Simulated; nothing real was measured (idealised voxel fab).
This section sets out a process module, namely voxel self aligned contacts.
Each square cell in cross-section cut measures 5 nm, and the section as a whole is 280 nm wide.
If you're reading a cross-section in this doc, picture square cells in a grid; it comes to you as bands, top ones listed first down to the bottom, and a band can be one or more rows of cells.
Per band: top height and bottom height in nm, followed by the left-to-right materials and their widths in nm; "everywhere" marks a single material spanning edge to edge, "blank" marks empty space.
Heights are reckoned from 0. Under this level, the received wafer is all of one material. The bottommost band is open-ended downward, for example "0 and below".
Per-row width for "30->40": begins at first number (top row of band), ends at second number (bottom row), increment between rows held constant.
"remained unchanged", as given for a step, is the statement that not any cell of the cross-section underwent a change during that step.
Enclosed voids (no open way to top), threshold 8 cells or more, entry "Enclosed voids", notation width x height at distance, distance from left edge, nm.
Post-settings text on a step line: simulator's own remark regarding the step.
overlay nm: mask right of planned place by this much (step with mask). Neg. = left.
Each pair below shows a cross-section before one step and the cross-section after it, down to the lowest band that changed. The line under each pair gives the step between them, with its settings. The pairs can come from different runs of this module on the same starting wafer, so a pair continues from the pair above only where its "Pre-step section" says so.
-- Pre-step section
> 0 and below  Si everywhere
> Enclosed voids: none
-- State After Step
> 0 down to -5  SiO2 everywhere
> Below -5 it's all the same as before, nothing changed down there.
> Enclosed voids: none
Step sandwiched between the two cross-sections above: OXIDIZE,depth nm 5
Pre-step section: It is represented by the cross-section appearing after the step of the pair directly above.
-- State After Step
> 25 down to 0  polySi everywhere
> Below 0 it's all the same as before, nothing changed down there.
> Enclosed voids: none
Step sandwiched between the two cross-sections above: DIRECTIONAL_DEP,material polySi,thk nm 25
Pre-step section: It is represented by the cross-section appearing after the step of the pair directly above.
-- State After Step
> 45 down to 25  SiN everywhere
> Below 25 it's all the same as before, nothing changed down there.
> Enclosed voids: none
Step sandwiched between the two cross-sections above: DIRECTIONAL_DEP,material SiN,thk nm 20
Pre-step section: It is represented by the cross-section appearing after the step of the pair directly above.
-- State After Step
> 45 down to 25  60 nm blank, 30 nm SiN, 35 nm blank, 30 nm SiN, 35 nm blank, 30 nm SiN, 60 nm blank
> Below 25 it's all the same as before, nothing changed down there.
> Enclosed voids: none
Step sandwiched between the two cross-sections above: MASKED_ETCH,tone cover,mask id GATE,width nm 30,pitch nm 65,etch materials SiN,depth nm 20,overlay nm 0
Pre-step section: It is represented by the cross-section appearing after the step of the pair directly above.
-- State After Step
> 45 down to 25  60 nm blank, 30 nm SiN, 35 nm blank, 30 nm SiN, 35 nm blank, 30 nm SiN, 60 nm blank
> 25 down to 0  60 nm blank, 30 nm polySi, 35 nm blank, 30 nm polySi, 35 nm blank, 30 nm polySi, 60 nm blank
> Below 0 it's all the same as before, nothing changed down there.
> Enclosed voids: none
Step sandwiched between the two cross-sections above: MASKED_ETCH,tone cover,mask id GATE,width nm 30,pitch nm 65,etch materials polySi,depth nm 25,overlay nm 0
Pre-step section: It is represented by the cross-section appearing after the step of the pair directly above.
-- State After Step
> 55 down to 25  50 nm blank, 50 nm SiN, 15 nm blank, 50 nm SiN, 15 nm blank, 50 nm SiN, 50 nm blank
> 25 down to 10  50 nm blank, 10 nm SiN, 30 nm polySi, 10 nm SiN, 15 nm blank, 10 nm SiN, 30 nm polySi, 10 nm SiN, 15 nm blank, 10 nm SiN, 30 nm polySi, 10 nm SiN, 50 nm blank
> 10 down to 0  60 nm SiN, 30 nm polySi, 35 nm SiN, 30 nm polySi, 35 nm SiN, 30 nm polySi, 60 nm SiN
> Below 0 it's all the same as before, nothing changed down there.
> Enclosed voids: none
Step sandwiched between the two cross-sections above: CONFORMAL_DEP,material SiN,thk nm 10
Pre-step section: It is represented by the cross-section appearing after the step of the pair directly above.
-- State After Step
> 45 down to 25  50 nm blank, 50 nm SiN, 15 nm blank, 50 nm SiN, 15 nm blank, 50 nm SiN, 50 nm blank
> 25 down to 0  50 nm blank, 10 nm SiN, 30 nm polySi, 10 nm SiN, 15 nm blank, 10 nm SiN, 30 nm polySi, 10 nm SiN, 15 nm blank, 10 nm SiN, 30 nm polySi, 10 nm SiN, 50 nm blank
> Below 0 it's all the same as before, nothing changed down there.
> Enclosed voids: none
Step sandwiched between the two cross-sections above: DIRECTIONAL_ETCH,etch materials SiN,depth nm 10
Pre-step section: It is represented by the cross-section appearing after the step of the pair directly above.
-- State After Step
> 55 down to 45  SiO2 everywhere
> 45 down to 25  50 nm SiO2, 50 nm SiN, 15 nm SiO2, 50 nm SiN, 15 nm SiO2, 50 nm SiN, 50 nm SiO2
> 25 down to 0  50 nm SiO2, 10 nm SiN, 30 nm polySi, 10 nm SiN, 15 nm SiO2, 10 nm SiN, 30 nm polySi, 10 nm SiN, 15 nm SiO2, 10 nm SiN, 30 nm polySi, 10 nm SiN, 50 nm SiO2
> Below 0 it's all the same as before, nothing changed down there.
> Enclosed voids: none
Step sandwiched between the two cross-sections above: FILL_DEP,material SiO2,thk nm 10
Pre-step section: It is represented by the cross-section appearing after the step of the pair directly above.
-- State After Step
> 50 down to 45  SiO2 everywhere
> Below 45 it's all the same as before, nothing changed down there.
> Enclosed voids: none
Step sandwiched between the two cross-sections above: CMP,height nm 50
Pre-step section: It is represented by the cross-section appearing after the step of the pair directly above.
-- State After Step
> 65 down to 50  85 nm resist, 45 nm blank, 20 nm resist, 45 nm blank, 85 nm resist
> Below 50 it's all the same as before, nothing changed down there.
> Enclosed voids: none
Step sandwiched between the two cross-sections above: PATTERN,tone open,mask id CONTACT,material resist,width nm 45,pitch nm 65,thk nm 15,overlay nm 0
Pre-step section: It is represented by the cross-section appearing after the step of the pair directly above.
-- State After Step
> 65 down to 50  85 nm resist, 45 nm blank, 20 nm resist, 45 nm blank, 85 nm resist
> 50 down to 45  85 nm SiO2, 45 nm blank, 20 nm SiO2, 45 nm blank, 85 nm SiO2
> 45 down to 25  50 nm SiO2, 50 nm SiN, 15 nm blank, 50 nm SiN, 15 nm blank, 50 nm SiN, 50 nm SiO2
> 25 down to 0  50 nm SiO2, 10 nm SiN, 30 nm polySi, 10 nm SiN, 15 nm blank, 10 nm SiN, 30 nm polySi, 10 nm SiN, 15 nm blank, 10 nm SiN, 30 nm polySi, 10 nm SiN, 50 nm SiO2
> 0 down to -5  100 nm SiO2, 15 nm blank, 50 nm SiO2, 15 nm blank, 100 nm SiO2
> Below -5 it's all the same as before, nothing changed down there.
> Enclosed voids: none
Step sandwiched between the two cross-sections above: DIRECTIONAL_ETCH,etch materials SiO2,depth nm 55
Pre-step section: It is represented by the cross-section appearing after the step of the pair directly above.
-- State After Step
> 50 down to 45  85 nm SiO2, 45 nm blank, 20 nm SiO2, 45 nm blank, 85 nm SiO2
> Below 45 it's all the same as before, nothing changed down there.
> Enclosed voids: none
Step sandwiched between the two cross-sections above: STRIP,etch materials resist
Pre-step section: It is represented by the cross-section appearing after the step of the pair directly above.
-- State After Step
> 55 down to 50  90 nm TiN, 35 nm blank, 30 nm TiN, 35 nm blank, 90 nm TiN
> 50 down to 45  85 nm SiO2, 20 nm TiN, 5 nm blank, 20 nm TiN, 20 nm SiO2, 20 nm TiN, 5 nm blank, 20 nm TiN, 85 nm SiO2
> 45 down to 25  50 nm SiO2, 50 nm SiN, 5 nm TiN, 5 nm blank, 5 nm TiN, 50 nm SiN, 5 nm TiN, 5 nm blank, 5 nm TiN, 50 nm SiN, 50 nm SiO2
> 25 down to 0  50 nm SiO2, 10 nm SiN, 30 nm polySi, 10 nm SiN, 5 nm TiN, 5 nm blank, 5 nm TiN, 10 nm SiN, 30 nm polySi, 10 nm SiN, 5 nm TiN, 5 nm blank, 5 nm TiN, 10 nm SiN, 30 nm polySi, 10 nm SiN, 50 nm SiO2
> 0 down to -5  100 nm SiO2, 15 nm TiN, 50 nm SiO2, 15 nm TiN, 100 nm SiO2
> Below -5 it's all the same as before, nothing changed down there.
> Enclosed voids: none
Step sandwiched between the two cross-sections above: CONFORMAL_DEP,material TiN,thk nm 5
Pre-step section: It is represented by the cross-section appearing after the step of the pair directly above.
-- State After Step
> 60 down to 55  W everywhere
> 55 down to 50  90 nm TiN, 35 nm W, 30 nm TiN, 35 nm W, 90 nm TiN
> 50 down to 45  85 nm SiO2, 20 nm TiN, 5 nm W, 20 nm TiN, 20 nm SiO2, 20 nm TiN, 5 nm W, 20 nm TiN, 85 nm SiO2
> 45 down to 25  50 nm SiO2, 50 nm SiN, 5 nm TiN, 5 nm W, 5 nm TiN, 50 nm SiN, 5 nm TiN, 5 nm W, 5 nm TiN, 50 nm SiN, 50 nm SiO2
> 25 down to 0  50 nm SiO2, 10 nm SiN, 30 nm polySi, 10 nm SiN, 5 nm TiN, 5 nm W, 5 nm TiN, 10 nm SiN, 30 nm polySi, 10 nm SiN, 5 nm TiN, 5 nm W, 5 nm TiN, 10 nm SiN, 30 nm polySi, 10 nm SiN, 50 nm SiO2
> Below 0 it's all the same as before, nothing changed down there.
> Enclosed voids: none
Step sandwiched between the two cross-sections above: FILL_DEP,material W,thk nm 5
Pre-step section: It is represented by the cross-section appearing after the step of the pair directly above.
-- State After Step
> 50 down to 45  85 nm SiO2, 20 nm TiN, 5 nm W, 20 nm TiN, 20 nm SiO2, 20 nm TiN, 5 nm W, 20 nm TiN, 85 nm SiO2
> Below 45 it's all the same as before, nothing changed down there.
> Enclosed voids: none
Step sandwiched between the two cross-sections above: CMP,height nm 50
Pre-step section: It is represented by the cross-section appearing after the step of the pair directly above.
-- State After Step
> 55 down to 50  SiCN everywhere
> Below 50 it's all the same as before, nothing changed down there.
> Enclosed voids: none
Step sandwiched between the two cross-sections above: CONFORMAL_DEP,material SiCN,thk nm 5
-- Pre-step section
> 0 and below  Si everywhere
> Enclosed voids: none
-- State After Step
> 25 down to 0  polySi everywhere
> Below 0 it's all the same as before, nothing changed down there.
> Enclosed voids: none
Step sandwiched between the two cross-sections above: DIRECTIONAL_DEP,material polySi,thk nm 25
Pre-step section: It is represented by the cross-section appearing after the step of the pair directly above.
-- State After Step
> 45 down to 25  SiN everywhere
> Below 25 it's all the same as before, nothing changed down there.
> Enclosed voids: none
Step sandwiched between the two cross-sections above: DIRECTIONAL_DEP,material SiN,thk nm 20
Pre-step section: It is represented by the cross-section appearing after the step of the pair directly above.
-- State After Step
> 45 down to 25  60 nm blank, 30 nm SiN, 35 nm blank, 30 nm SiN, 35 nm blank, 30 nm SiN, 60 nm blank
> Below 25 it's all the same as before, nothing changed down there.
> Enclosed voids: none
Step sandwiched between the two cross-sections above: MASKED_ETCH,tone cover,mask id GATE,width nm 30,pitch nm 65,etch materials SiN,depth nm 20,overlay nm 0
Pre-step section: It is represented by the cross-section appearing after the step of the pair directly above.
-- State After Step
> 45 down to 25  60 nm blank, 30 nm SiN, 35 nm blank, 30 nm SiN, 35 nm blank, 30 nm SiN, 60 nm blank
> 25 down to 0  60 nm blank, 30 nm polySi, 35 nm blank, 30 nm polySi, 35 nm blank, 30 nm polySi, 60 nm blank
> Below 0 it's all the same as before, nothing changed down there.
> Enclosed voids: none
Step sandwiched between the two cross-sections above: MASKED_ETCH,tone cover,mask id GATE,width nm 30,pitch nm 65,etch materials polySi,depth nm 25,overlay nm 0
Pre-step section: It is represented by the cross-section appearing after the step of the pair directly above.
-- State After Step
> 55 down to 25  50 nm blank, 50 nm SiN, 15 nm blank, 50 nm SiN, 15 nm blank, 50 nm SiN, 50 nm blank
> 25 down to 10  50 nm blank, 10 nm SiN, 30 nm polySi, 10 nm SiN, 15 nm blank, 10 nm SiN, 30 nm polySi, 10 nm SiN, 15 nm blank, 10 nm SiN, 30 nm polySi, 10 nm SiN, 50 nm blank
> 10 down to 0  60 nm SiN, 30 nm polySi, 35 nm SiN, 30 nm polySi, 35 nm SiN, 30 nm polySi, 60 nm SiN
> Below 0 it's all the same as before, nothing changed down there.
> Enclosed voids: none
Step sandwiched between the two cross-sections above: CONFORMAL_DEP,material SiN,thk nm 10
Pre-step section: It is represented by the cross-section appearing after the step of the pair directly above.
-- State After Step
> 45 down to 25  50 nm blank, 50 nm SiN, 15 nm blank, 50 nm SiN, 15 nm blank, 50 nm SiN, 50 nm blank
> 25 down to 0  50 nm blank, 10 nm SiN, 30 nm polySi, 10 nm SiN, 15 nm blank, 10 nm SiN, 30 nm polySi, 10 nm SiN, 15 nm blank, 10 nm SiN, 30 nm polySi, 10 nm SiN, 50 nm blank
> Below 0 it's all the same as before, nothing changed down there.
> Enclosed voids: none
Step sandwiched between the two cross-sections above: DIRECTIONAL_ETCH,etch materials SiN,depth nm 10
Pre-step section: It is represented by the cross-section appearing after the step of the pair directly above.
-- State After Step
> 55 down to 45  SiO2 everywhere
> 45 down to 25  50 nm SiO2, 50 nm SiN, 15 nm SiO2, 50 nm SiN, 15 nm SiO2, 50 nm SiN, 50 nm SiO2
> 25 down to 0  50 nm SiO2, 10 nm SiN, 30 nm polySi, 10 nm SiN, 15 nm SiO2, 10 nm SiN, 30 nm polySi, 10 nm SiN, 15 nm SiO2, 10 nm SiN, 30 nm polySi, 10 nm SiN, 50 nm SiO2
> Below 0 it's all the same as before, nothing changed down there.
> Enclosed voids: none
Step sandwiched between the two cross-sections above: FILL_DEP,material SiO2,thk nm 10
Pre-step section: It is represented by the cross-section appearing after the step of the pair directly above.
-- State After Step
> 50 down to 45  SiO2 everywhere
> Below 45 it's all the same as before, nothing changed down there.
> Enclosed voids: none
Step sandwiched between the two cross-sections above: CMP,height nm 50
Pre-step section: It is represented by the cross-section appearing after the step of the pair directly above.
-- State After Step
> 65 down to 50  85 nm resist, 45 nm blank, 20 nm resist, 45 nm blank, 85 nm resist
> Below 50 it's all the same as before, nothing changed down there.
> Enclosed voids: none
Step sandwiched between the two cross-sections above: PATTERN,tone open,mask id CONTACT,material resist,width nm 45,pitch nm 65,thk nm 15,overlay nm 0
Pre-step section: It is represented by the cross-section appearing after the step of the pair directly above.
-- State After Step
> 65 down to 50  85 nm resist, 45 nm blank, 20 nm resist, 45 nm blank, 85 nm resist
> 50 down to 45  85 nm SiO2, 45 nm blank, 20 nm SiO2, 45 nm blank, 85 nm SiO2
> 45 down to 25  50 nm SiO2, 50 nm SiN, 15 nm blank, 50 nm SiN, 15 nm blank, 50 nm SiN, 50 nm SiO2
> 25 down to 0  50 nm SiO2, 10 nm SiN, 30 nm polySi, 10 nm SiN, 15 nm blank, 10 nm SiN, 30 nm polySi, 10 nm SiN, 15 nm blank, 10 nm SiN, 30 nm polySi, 10 nm SiN, 50 nm SiO2
> Below 0 it's all the same as before, nothing changed down there.
> Enclosed voids: none
Step sandwiched between the two cross-sections above: DIRECTIONAL_ETCH,etch materials SiO2,depth nm 55
Pre-step section: It is represented by the cross-section appearing after the step of the pair directly above.
-- State After Step
> 50 down to 45  85 nm SiO2, 45 nm blank, 20 nm SiO2, 45 nm blank, 85 nm SiO2
> Below 45 it's all the same as before, nothing changed down there.
> Enclosed voids: none
Step sandwiched between the two cross-sections above: STRIP,etch materials resist
Pre-step section: It is represented by the cross-section appearing after the step of the pair directly above.
-- State After Step
> 55 down to 50  90 nm TiN, 35 nm blank, 30 nm TiN, 35 nm blank, 90 nm TiN
> 50 down to 45  85 nm SiO2, 20 nm TiN, 5 nm blank, 20 nm TiN, 20 nm SiO2, 20 nm TiN, 5 nm blank, 20 nm TiN, 85 nm SiO2
> 45 down to 25  50 nm SiO2, 50 nm SiN, 5 nm TiN, 5 nm blank, 5 nm TiN, 50 nm SiN, 5 nm TiN, 5 nm blank, 5 nm TiN, 50 nm SiN, 50 nm SiO2
> 25 down to 5  50 nm SiO2, 10 nm SiN, 30 nm polySi, 10 nm SiN, 5 nm TiN, 5 nm blank, 5 nm TiN, 10 nm SiN, 30 nm polySi, 10 nm SiN, 5 nm TiN, 5 nm blank, 5 nm TiN, 10 nm SiN, 30 nm polySi, 10 nm SiN, 50 nm SiO2
> 5 down to 0  50 nm SiO2, 10 nm SiN, 30 nm polySi, 10 nm SiN, 15 nm TiN, 10 nm SiN, 30 nm polySi, 10 nm SiN, 15 nm TiN, 10 nm SiN, 30 nm polySi, 10 nm SiN, 50 nm SiO2
> Below 0 it's all the same as before, nothing changed down there.
> Enclosed voids: none
Step sandwiched between the two cross-sections above: CONFORMAL_DEP,material TiN,thk nm 5
Pre-step section: It is represented by the cross-section appearing after the step of the pair directly above.
-- State After Step
> 60 down to 55  W everywhere
> 55 down to 50  90 nm TiN, 35 nm W, 30 nm TiN, 35 nm W, 90 nm TiN
> 50 down to 45  85 nm SiO2, 20 nm TiN, 5 nm W, 20 nm TiN, 20 nm SiO2, 20 nm TiN, 5 nm W, 20 nm TiN, 85 nm SiO2
> 45 down to 25  50 nm SiO2, 50 nm SiN, 5 nm TiN, 5 nm W, 5 nm TiN, 50 nm SiN, 5 nm TiN, 5 nm W, 5 nm TiN, 50 nm SiN, 50 nm SiO2
> 25 down to 5  50 nm SiO2, 10 nm SiN, 30 nm polySi, 10 nm SiN, 5 nm TiN, 5 nm W, 5 nm TiN, 10 nm SiN, 30 nm polySi, 10 nm SiN, 5 nm TiN, 5 nm W, 5 nm TiN, 10 nm SiN, 30 nm polySi, 10 nm SiN, 50 nm SiO2
> Below 5 it's all the same as before, nothing changed down there.
> Enclosed voids: none
Step sandwiched between the two cross-sections above: FILL_DEP,material W,thk nm 5
Pre-step section: It is represented by the cross-section appearing after the step of the pair directly above.
-- State After Step
> 50 down to 45  85 nm SiO2, 20 nm TiN, 5 nm W, 20 nm TiN, 20 nm SiO2, 20 nm TiN, 5 nm W, 20 nm TiN, 85 nm SiO2
> Below 45 it's all the same as before, nothing changed down there.
> Enclosed voids: none
Step sandwiched between the two cross-sections above: CMP,height nm 50
Pre-step section: It is represented by the cross-section appearing after the step of the pair directly above.
-- State After Step
> 55 down to 50  SiCN everywhere
> Below 50 it's all the same as before, nothing changed down there.
> Enclosed voids: none
Step sandwiched between the two cross-sections above: CONFORMAL_DEP,material SiCN,thk nm 5
-- Pre-step section
> 45 down to 25  SiN everywhere
> 25 down to 0  polySi everywhere
> 0 down to -5  SiO2 everywhere
> -5 and below  Si everywhere
> Enclosed voids: none
-- State After Step
> 65 down to 25  SiN everywhere
> Below 25 it's all the same as before, nothing changed down there.
> Enclosed voids: none
Step sandwiched between the two cross-sections above: DIRECTIONAL_DEP,material SiN,thk nm 20
Pre-step section: It is represented by the cross-section appearing after the step of the pair directly above.
-- State After Step
> 65 down to 45  60 nm blank, 30 nm SiN, 35 nm blank, 30 nm SiN, 35 nm blank, 30 nm SiN, 60 nm blank
> Below 45 it's all the same as before, nothing changed down there.
> Enclosed voids: none
Step sandwiched between the two cross-sections above: MASKED_ETCH,tone cover,mask id GATE,width nm 30,pitch nm 65,etch materials SiN,depth nm 20,overlay nm 0
Pre-step section: It is represented by the cross-section appearing after the step of the pair directly above.
-- State After Step
> 75 down to 55  50 nm blank, 50 nm SiN, 15 nm blank, 50 nm SiN, 15 nm blank, 50 nm SiN, 50 nm blank
> 55 down to 25  SiN everywhere
> Below 25 it's all the same as before, nothing changed down there.
> Enclosed voids: none
Step sandwiched between the two cross-sections above: CONFORMAL_DEP,material SiN,thk nm 10
Pre-step section: It is represented by the cross-section appearing after the step of the pair directly above.
-- State After Step
> 65 down to 45  50 nm blank, 50 nm SiN, 15 nm blank, 50 nm SiN, 15 nm blank, 50 nm SiN, 50 nm blank
> Below 45 it's all the same as before, nothing changed down there.
> Enclosed voids: none
Step sandwiched between the two cross-sections above: DIRECTIONAL_ETCH,etch materials SiN,depth nm 10
Pre-step section: It is represented by the cross-section appearing after the step of the pair directly above.
-- State After Step
> 75 down to 65  SiO2 everywhere
> 65 down to 45  50 nm SiO2, 50 nm SiN, 15 nm SiO2, 50 nm SiN, 15 nm SiO2, 50 nm SiN, 50 nm SiO2
> Below 45 it's all the same as before, nothing changed down there.
> Enclosed voids: none
Step sandwiched between the two cross-sections above: FILL_DEP,material SiO2,thk nm 10
Pre-step section: It is represented by the cross-section appearing after the step of the pair directly above.
-- State After Step
> 50 down to 45  50 nm SiO2, 50 nm SiN, 15 nm SiO2, 50 nm SiN, 15 nm SiO2, 50 nm SiN, 50 nm SiO2
> Below 45 it's all the same as before, nothing changed down there.
> Enclosed voids: none
Step sandwiched between the two cross-sections above: CMP,height nm 50
Pre-step section: It is represented by the cross-section appearing after the step of the pair directly above.
-- State After Step
> 65 down to 50  85 nm resist, 45 nm blank, 20 nm resist, 45 nm blank, 85 nm resist
> Below 50 it's all the same as before, nothing changed down there.
> Enclosed voids: none
Step sandwiched between the two cross-sections above: PATTERN,tone open,mask id CONTACT,material resist,width nm 45,pitch nm 65,thk nm 15,overlay nm 0
Pre-step section: It is represented by the cross-section appearing after the step of the pair directly above.
-- State After Step
> 65 down to 50  85 nm resist, 45 nm blank, 20 nm resist, 45 nm blank, 85 nm resist
> 50 down to 45  50 nm SiO2, 50 nm SiN, 15 nm blank, 50 nm SiN, 15 nm blank, 50 nm SiN, 50 nm SiO2
> Below 45 it's all the same as before, nothing changed down there.
> Enclosed voids: none
Step sandwiched between the two cross-sections above: DIRECTIONAL_ETCH,etch materials SiO2,depth nm 55
Pre-step section: It is represented by the cross-section appearing after the step of the pair directly above.
-- State After Step
> 50 down to 45  50 nm SiO2, 50 nm SiN, 15 nm blank, 50 nm SiN, 15 nm blank, 50 nm SiN, 50 nm SiO2
> Below 45 it's all the same as before, nothing changed down there.
> Enclosed voids: none
Step sandwiched between the two cross-sections above: STRIP,etch materials resist
Pre-step section: It is represented by the cross-section appearing after the step of the pair directly above.
-- State After Step
> 55 down to 50  105 nm TiN, 5 nm blank, 60 nm TiN, 5 nm blank, 105 nm TiN
> 50 down to 45  50 nm SiO2, 50 nm SiN, 15 nm TiN, 50 nm SiN, 15 nm TiN, 50 nm SiN, 50 nm SiO2
> Below 45 it's all the same as before, nothing changed down there.
> Enclosed voids: none
Step sandwiched between the two cross-sections above: CONFORMAL_DEP,material TiN,thk nm 5
Pre-step section: It is represented by the cross-section appearing after the step of the pair directly above.
-- State After Step
> 60 down to 55  W everywhere
> 55 down to 50  105 nm TiN, 5 nm W, 60 nm TiN, 5 nm W, 105 nm TiN
> Below 50 it's all the same as before, nothing changed down there.
> Enclosed voids: none
Step sandwiched between the two cross-sections above: FILL_DEP,material W,thk nm 5
Pre-step section: It is represented by the cross-section appearing after the step of the pair directly above.
-- State After Step
> 50 down to 45  50 nm SiO2, 50 nm SiN, 15 nm TiN, 50 nm SiN, 15 nm TiN, 50 nm SiN, 50 nm SiO2
> Below 45 it's all the same as before, nothing changed down there.
> Enclosed voids: none
Step sandwiched between the two cross-sections above: CMP,height nm 50
Pre-step section: It is represented by the cross-section appearing after the step of the pair directly above.
-- State After Step
> 55 down to 50  SiCN everywhere
> Below 50 it's all the same as before, nothing changed down there.
> Enclosed voids: none
Step sandwiched between the two cross-sections above: CONFORMAL_DEP,material SiCN,thk nm 5
-- Pre-step section
> 0 down to -5  SiO2 everywhere
> -5 and below  Si everywhere
> Enclosed voids: none
-- State After Step
> 20 down to 0  SiN everywhere
> Below 0 it's all the same as before, nothing changed down there.
> Enclosed voids: none
Step sandwiched between the two cross-sections above: DIRECTIONAL_DEP,material SiN,thk nm 20
Pre-step section: It is represented by the cross-section appearing after the step of the pair directly above.
-- State After Step
> 45 down to 20  polySi everywhere
> Below 20 it's all the same as before, nothing changed down there.
> Enclosed voids: none
Step sandwiched between the two cross-sections above: DIRECTIONAL_DEP,material polySi,thk nm 25
Pre-step section: It is represented by the cross-section appearing after the step of the pair directly above.
-- State After Step
> 45 down to 20  60 nm blank, 30 nm polySi, 35 nm blank, 30 nm polySi, 35 nm blank, 30 nm polySi, 60 nm blank
> Below 20 it's all the same as before, nothing changed down there.
> Enclosed voids: none
Step sandwiched between the two cross-sections above: MASKED_ETCH,tone cover,mask id GATE,width nm 30,pitch nm 65,etch materials polySi,depth nm 25,overlay nm 0
Pre-step section: It is represented by the cross-section appearing after the step of the pair directly above.
-- State After Step
> 55 down to 45  50 nm blank, 50 nm SiN, 15 nm blank, 50 nm SiN, 15 nm blank, 50 nm SiN, 50 nm blank
> 45 down to 30  50 nm blank, 10 nm SiN, 30 nm polySi, 10 nm SiN, 15 nm blank, 10 nm SiN, 30 nm polySi, 10 nm SiN, 15 nm blank, 10 nm SiN, 30 nm polySi, 10 nm SiN, 50 nm blank
> 30 down to 20  60 nm SiN, 30 nm polySi, 35 nm SiN, 30 nm polySi, 35 nm SiN, 30 nm polySi, 60 nm SiN
> Below 20 it's all the same as before, nothing changed down there.
> Enclosed voids: none
Step sandwiched between the two cross-sections above: CONFORMAL_DEP,material SiN,thk nm 10
Pre-step section: It is represented by the cross-section appearing after the step of the pair directly above.
-- State After Step
> 45 down to 20  50 nm blank, 10 nm SiN, 30 nm polySi, 10 nm SiN, 15 nm blank, 10 nm SiN, 30 nm polySi, 10 nm SiN, 15 nm blank, 10 nm SiN, 30 nm polySi, 10 nm SiN, 50 nm blank
> Below 20 it's all the same as before, nothing changed down there.
> Enclosed voids: none
Step sandwiched between the two cross-sections above: DIRECTIONAL_ETCH,etch materials SiN,depth nm 10
Pre-step section: It is represented by the cross-section appearing after the step of the pair directly above.
-- State After Step
> 55 down to 45  SiO2 everywhere
> 45 down to 20  50 nm SiO2, 10 nm SiN, 30 nm polySi, 10 nm SiN, 15 nm SiO2, 10 nm SiN, 30 nm polySi, 10 nm SiN, 15 nm SiO2, 10 nm SiN, 30 nm polySi, 10 nm SiN, 50 nm SiO2
> Below 20 it's all the same as before, nothing changed down there.
> Enclosed voids: none
Step sandwiched between the two cross-sections above: FILL_DEP,material SiO2,thk nm 10
Pre-step section: It is represented by the cross-section appearing after the step of the pair directly above.
-- State After Step
> 50 down to 45  SiO2 everywhere
> Below 45 it's all the same as before, nothing changed down there.
> Enclosed voids: none
Step sandwiched between the two cross-sections above: CMP,height nm 50
Pre-step section: It is represented by the cross-section appearing after the step of the pair directly above.
-- State After Step
> 65 down to 50  85 nm resist, 45 nm blank, 20 nm resist, 45 nm blank, 85 nm resist
> Below 50 it's all the same as before, nothing changed down there.
> Enclosed voids: none
Step sandwiched between the two cross-sections above: PATTERN,tone open,mask id CONTACT,material resist,width nm 45,pitch nm 65,thk nm 15,overlay nm 0
Pre-step section: It is represented by the cross-section appearing after the step of the pair directly above.
-- State After Step
> 65 down to 50  85 nm resist, 45 nm blank, 20 nm resist, 45 nm blank, 85 nm resist
> 50 down to 45  85 nm SiO2, 45 nm blank, 20 nm SiO2, 45 nm blank, 85 nm SiO2
> 45 down to 20  50 nm SiO2, 10 nm SiN, 30 nm polySi, 10 nm SiN, 15 nm blank, 10 nm SiN, 30 nm polySi, 10 nm SiN, 15 nm blank, 10 nm SiN, 30 nm polySi, 10 nm SiN, 50 nm SiO2
> Below 20 it's all the same as before, nothing changed down there.
> Enclosed voids: none
Step sandwiched between the two cross-sections above: DIRECTIONAL_ETCH,etch materials SiO2,depth nm 55
Pre-step section: It is represented by the cross-section appearing after the step of the pair directly above.
-- State After Step
> 50 down to 45  85 nm SiO2, 45 nm blank, 20 nm SiO2, 45 nm blank, 85 nm SiO2
> Below 45 it's all the same as before, nothing changed down there.
> Enclosed voids: none
Step sandwiched between the two cross-sections above: STRIP,etch materials resist
Pre-step section: It is represented by the cross-section appearing after the step of the pair directly above.
-- State After Step
> 55 down to 50  90 nm TiN, 35 nm blank, 30 nm TiN, 35 nm blank, 90 nm TiN
> 50 down to 45  85 nm SiO2, 20 nm TiN, 5 nm blank, 20 nm TiN, 20 nm SiO2, 20 nm TiN, 5 nm blank, 20 nm TiN, 85 nm SiO2
> 45 down to 25  50 nm SiO2, 10 nm SiN, 30 nm polySi, 10 nm SiN, 5 nm TiN, 5 nm blank, 5 nm TiN, 10 nm SiN, 30 nm polySi, 10 nm SiN, 5 nm TiN, 5 nm blank, 5 nm TiN, 10 nm SiN, 30 nm polySi, 10 nm SiN, 50 nm SiO2
> 25 down to 20  50 nm SiO2, 10 nm SiN, 30 nm polySi, 10 nm SiN, 15 nm TiN, 10 nm SiN, 30 nm polySi, 10 nm SiN, 15 nm TiN, 10 nm SiN, 30 nm polySi, 10 nm SiN, 50 nm SiO2
> Below 20 it's all the same as before, nothing changed down there.
> Enclosed voids: none
Step sandwiched between the two cross-sections above: CONFORMAL_DEP,material TiN,thk nm 5
Pre-step section: It is represented by the cross-section appearing after the step of the pair directly above.
-- State After Step
> 60 down to 55  W everywhere
> 55 down to 50  90 nm TiN, 35 nm W, 30 nm TiN, 35 nm W, 90 nm TiN
> 50 down to 45  85 nm SiO2, 20 nm TiN, 5 nm W, 20 nm TiN, 20 nm SiO2, 20 nm TiN, 5 nm W, 20 nm TiN, 85 nm SiO2
> 45 down to 25  50 nm SiO2, 10 nm SiN, 30 nm polySi, 10 nm SiN, 5 nm TiN, 5 nm W, 5 nm TiN, 10 nm SiN, 30 nm polySi, 10 nm SiN, 5 nm TiN, 5 nm W, 5 nm TiN, 10 nm SiN, 30 nm polySi, 10 nm SiN, 50 nm SiO2
> Below 25 it's all the same as before, nothing changed down there.
> Enclosed voids: none
Step sandwiched between the two cross-sections above: FILL_DEP,material W,thk nm 5
Pre-step section: It is represented by the cross-section appearing after the step of the pair directly above.
-- State After Step
> 50 down to 45  85 nm SiO2, 20 nm TiN, 5 nm W, 20 nm TiN, 20 nm SiO2, 20 nm TiN, 5 nm W, 20 nm TiN, 85 nm SiO2
> Below 45 it's all the same as before, nothing changed down there.
> Enclosed voids: none
Step sandwiched between the two cross-sections above: CMP,height nm 50
Pre-step section: It is represented by the cross-section appearing after the step of the pair directly above.
-- State After Step
> 55 down to 50  SiCN everywhere
> Below 50 it's all the same as before, nothing changed down there.
> Enclosed voids: none
Step sandwiched between the two cross-sections above: CONFORMAL_DEP,material SiCN,thk nm 5
-- Pre-step section
> 25 down to 0  polySi everywhere
> 0 down to -5  SiO2 everywhere
> -5 and below  Si everywhere
> Enclosed voids: none
-- State After Step
> 50 down to 25  SiN everywhere
> Below 25 it's all the same as before, nothing changed down there.
> Enclosed voids: none
Step sandwiched between the two cross-sections above: DIRECTIONAL_DEP,material SiN,thk nm 25
